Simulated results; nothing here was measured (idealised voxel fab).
Name of the process module below: voxel capacitor over wiring
Square cell edge 5 nm, section width 245 nm, ID cut.
Square cells in a grid make up a cross-section in this document, and the grid is given as bands, listed from the top down, each one or more rows of cells.
Within each band entry, the heights of the top and of the bottom of the band appear first, in that order and in nm; the materials of the band then follow from left to right, each with its corresponding width in nm. The designation "edge to edge" on a single material indicates that it fills the band from edge to edge; the designation "empty" indicates empty space.
Height datum 0, below which the as-received substrate wafer is one material. Lowest band open at the bottom, running downward: "0 and below".
Quick explanation for "30 to 40": the width changes in equal steps down the rows of cells, from the first number in the band's top row to the second number in its bottom row.
"no change occurred" means the step left every cell of the cross-section as it was.
Any empty space of 8 cells or more lacking an open way to the top shows up in "Enclosed void list" as width x height at distance, distance from the left edge, in nm.
Where a step's line continues beyond its settings, the continuation is a remark by the simulator itself on that step.
overlay nm: for a step with a mask, the amount by which the mask lay right of where it was planned; a negative amount means left of it.
The planned process steps are enumerated hereunder:
- 1: RECEIVE | material Si
- 2: CONFORMAL_DEP | material SiO2 | thk nm 10
- 3: CONFORMAL_DEP | material SiN | thk nm 5
- 4: DIRECTIONAL_DEP | material SiO2 | thk nm 15
- 5: PATTERN | tone open | mask id METAL_1 | material resist | width nm 30 | pitch nm 95 | thk nm 20 | overlay nm 0
- 6: DIRECTIONAL_ETCH | etch materials SiO2 | depth nm 15
- 7: DIRECTIONAL_ETCH | etch materials SiN | depth nm 5
- 8: STRIP | etch materials resist
- 9: CONFORMAL_DEP | material TiN | thk nm 5
- 10: FILL_DEP | material W | thk nm 5
- 11: CMP | height nm 30
- 12: EPI | material Ru | thk nm 5
- 13: FILL_DEP | material SiCN | thk nm 5
- 14: DIRECTIONAL_DEP | material lowk | thk nm 20
- 15: DIRECTIONAL_DEP | material aC | thk nm 10
- 16: PATTERN | tone open | mask id PLUG_1 | material resist | width nm 15 | thk nm 30 | overlay nm 0
- 17: DIRECTIONAL_ETCH | etch materials aC | depth nm 10
- 18: STRIP | etch materials resist
- 19: DIRECTIONAL_ETCH | etch materials lowk | depth nm 20
- 20: DIRECTIONAL_ETCH | etch materials SiCN | depth nm 5
- 21: STRIP | etch materials aC
- 22: EPI | material Ru | thk nm 10
- 23: EPI | material Ru | thk nm 10
- 24: EPI | material Ru | thk nm 5
- 25: DIRECTIONAL_DEP | material TiN | thk nm 5
- 26: DIRECTIONAL_DEP | material Al2O3 | thk nm 5
- 27: DIRECTIONAL_DEP | material TiN | thk nm 5
- 28: PATTERN | tone cover | mask id UPPER_PLATE | material resist | width nm 70 | thk nm 20 | overlay nm 0
- 29: DIRECTIONAL_ETCH | etch materials TiN | depth nm 5
- 30: DIRECTIONAL_ETCH | etch materials Al2O3 | depth nm 5
- 31: STRIP | etch materials resist
- 32: DIRECTIONAL_DEP | material aC | thk nm 10
- 33: PATTERN | tone cover | mask id LOWER_PLATE | material resist | width nm 80 | thk nm 30 | overlay nm 0
- 34: DIRECTIONAL_ETCH | etch materials aC | depth nm 10
- 35: STRIP | etch materials resist
- 36: DIRECTIONAL_ETCH | etch materials TiN | depth nm 5
- 37: STRIP | etch materials aC
- 38: FILL_DEP | material SiO2 | thk nm 15
- 39: CMP | height nm 85
- 40: PATTERN | tone open | mask id PLUG_2 | material resist | width nm 15 | thk nm 15 | overlay nm 0
- 41: DIRECTIONAL_ETCH | etch materials SiO2 | depth nm 10
- 42: STRIP | etch materials resist
- 43: CONFORMAL_DEP | material TiN | thk nm 5
- 44: FILL_DEP | material Cu | thk nm 5
- 45: CMP | height nm 85
- 46: CONFORMAL_DEP | material SiCN | thk nm 5
Received-state cross-section, reflecting completion of step 1:
    0 and below | Si edge to edge
    Enclosed void list: none
Look at the cross-section after the module: the wafer started out the way shown above and the plan was the one shown above, yet one mistake was made along the way:
    90 down to 85 | SiCN edge to edge
    85 down to 80 | SiO2 85 nm  TiN 5 nm  Cu 5 nm  TiN 5 nm  SiO2 145 nm
    80 down to 70 | SiO2 85 to 75 nm  TiN 15 to 70 nm  SiO2 145 to 100 nm
    70 down to 65 | SiO2 75 nm  Al2O3 70 nm  SiO2 100 nm
    65 down to 60 | SiO2 70 nm  TiN 80 nm  SiO2 95 nm
    60 down to 40 | lowk 75 nm  Ru 15 nm  lowk 155 nm
    40 down to 35 | SiCN 75 nm  Ru 15 nm  SiCN 155 nm
    35 down to 30 | SiCN 60 nm  Ru 40 nm  SiCN 55 nm  Ru 40 nm  SiCN 50 nm
    30 down to 15 | SiO2 65 nm  TiN 5 nm  W 20 nm  TiN 5 nm  SiO2 65 nm  TiN 5 nm  W 20 nm  TiN 5 nm  SiO2 55 nm
    15 down to 10 | SiN 65 nm  TiN 30 nm  SiN 65 nm  TiN 30 nm  SiN 55 nm
    10 down to 0 | SiO2 edge to edge
    0 and below | Si edge to edge
    Enclosed void list: none
Run error: for step 5, the planned setting was not used; the step was instead run as PATTERN | tone open | mask id METAL_1 | material resist | width nm 30 | pitch nm 95 | thk nm 20 | overlay nm 5
